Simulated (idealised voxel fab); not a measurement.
The following process module bears the name voxel released beams.
The cross-section on display is named cut; it measures 245 nm wide, and its cells are 5 nm squares.
In what follows, cross-sections appear as grids of square cells, described through bands that run from the top down, where every band is one or more rows of cells.
Look at the band entry: it leads with the top's height and the bottom's height in nm. Then it lists the materials left to right, with a width in nm for each. The word "all across" on a single material says that material fills the band edge to edge. The word "blank" is empty space.
Height is counted from the level 0, under which the received wafer is composed throughout of one material. The lowest of the bands is not closed at the bottom but continues downward, in the notation "0..down".
With a width like "30..40", each row of cells in the band differs from the next by the same amount, the top row carrying the first number and the bottom row the second.
It should be understood that the words "nothing was modified", when stated for a given step, signify that the cross-section underwent no change in any of its cells during that step.
Closed empty spaces (no open way to the top) of 8 cells or more are what "Enclosed void catalog" lists, each as width x height at distance from the left edge, nm for all three.
On each step's line, the part that comes after the settings is the simulator's own comment on the step.
If you see "overlay nm" on a step's line and that step has a mask, it's telling you how far right of where it was planned the mask ended up; a negative number means it went left instead.
## The planned process steps are enumerated hereunder
- 1: RECEIVE, material Si
- 2: CONFORMAL_DEP, material SiN, thk nm 10
- 3: DIRECTIONAL_DEP, material SiO2, thk nm 15
- 4: PATTERN, tone open, mask id ANCHOR, material resist, width nm 45, thk nm 15, overlay nm 0
- 5: DIRECTIONAL_ETCH, etch materials SiO2, depth nm 15
- 6: STRIP, etch materials resist
- 7: CONFORMAL_DEP, material TiN, thk nm 15
- 8: PATTERN, tone cover, mask id BEAM, material resist, width nm 95, thk nm 15, overlay nm 0
- 9: DIRECTIONAL_ETCH, etch materials TiN, depth nm 15
- 10: STRIP, etch materials resist
- 11: STRIP, etch materials SiO2
## First wafer, two in total, run as planned
## As-received state of the wafer in cross-section, equivalent to post-step 1
> 0..down | Si all across
> Enclosed void catalog: none
## Presented here is a cross-section of the wafer after step 2 has been performed
> 10..0 | SiN all across
> Heights below 0 show no change.
## Presented here is a cross-section of the wafer after step 3 has been performed
> 25..10 | SiO2 all across
> Heights below 10 show no change.
## Presented here is a cross-section of the wafer after step 4 has been performed
> 40..25 | 75 of resist, 45 of blank, 125 of resist
> Heights below 25 show no change.
## Presented here is a cross-section of the wafer after step 5 has been performed
> 40..25 | 75 of resist, 45 of blank, 125 of resist
> 25..10 | 75 of SiO2, 45 of blank, 125 of SiO2
> Heights below 10 show no change.
## Presented here is a cross-section of the wafer after step 6 has been performed
> 25..10 | 75 of SiO2, 45 of blank, 125 of SiO2
> Heights below 10 show no change.
## Presented here is a cross-section of the wafer after step 7 has been performed
> 40..25 | 90 of TiN, 15 of blank, 140 of TiN
> 25..10 | 75 of SiO2, 45 of TiN, 125 of SiO2
> Heights below 10 show no change.
## Presented here is a cross-section of the wafer after step 8 has been performed
> 55..40 | 70 of blank, 95 of resist, 80 of blank
> 40..25 | 90 of TiN, 15 of resist, 140 of TiN
> Heights below 25 show no change.
## Presented here is a cross-section of the wafer after step 9 has been performed
> 55..40 | 70 of blank, 95 of resist, 80 of blank
> 40..25 | 70 of blank, 20 of TiN, 15 of resist, 60 of TiN, 80 of blank
> Heights below 25 show no change.
## Presented here is a cross-section of the wafer after step 10 has been performed
> 40..25 | 70 of blank, 20 of TiN, 15 of blank, 60 of TiN, 80 of blank
> Heights below 25 show no change.
## Presented here is a cross-section of the wafer after step 11 has been performed
> 40..25 | 70 of blank, 20 of TiN, 15 of blank, 60 of TiN, 80 of blank
> 25..10 | 75 of blank, 45 of TiN, 125 of blank
> Heights below 10 show no change.
## Companion wafer, the second of two: same beginning, same intended sequence, one mistake in carrying it out; through step 7 inclusive it tracks the first exactly
## Here is the second wafer in cross-section at the point where step 8 of the plan should have been done
> 55..40 | 70 of blank, 100 of resist, 75 of blank
> 40..25 | 90 of TiN, 15 of resist, 140 of TiN
> Heights below 25 show no change.
## Here is the second wafer in cross-section at the point where step 9 of the plan should have been done
> 55..40 | 70 of blank, 100 of resist, 75 of blank
> 40..25 | 70 of blank, 20 of TiN, 15 of resist, 65 of TiN, 75 of blank
> Heights below 25 show no change.
## Here is the second wafer in cross-section at the point where step 10 of the plan should have been done
> 40..25 | 70 of blank, 20 of TiN, 15 of blank, 65 of TiN, 75 of blank
> Heights below 25 show no change.
## Here is the second wafer in cross-section at the point where step 11 of the plan should have been done
> 40..25 | 70 of blank, 20 of TiN, 15 of blank, 65 of TiN, 75 of blank
> 25..10 | 75 of blank, 45 of TiN, 125 of blank
> Heights below 10 show no change.
In executing the process, a mistake was made relative to the plan: step 8 ran as: PATTERN, tone cover, mask id BEAM, material resist, width nm 100, thk nm 15, overlay nm 0
Count the cells at the end and the second wafer has more or fewer of some materials than the first: TiN +3
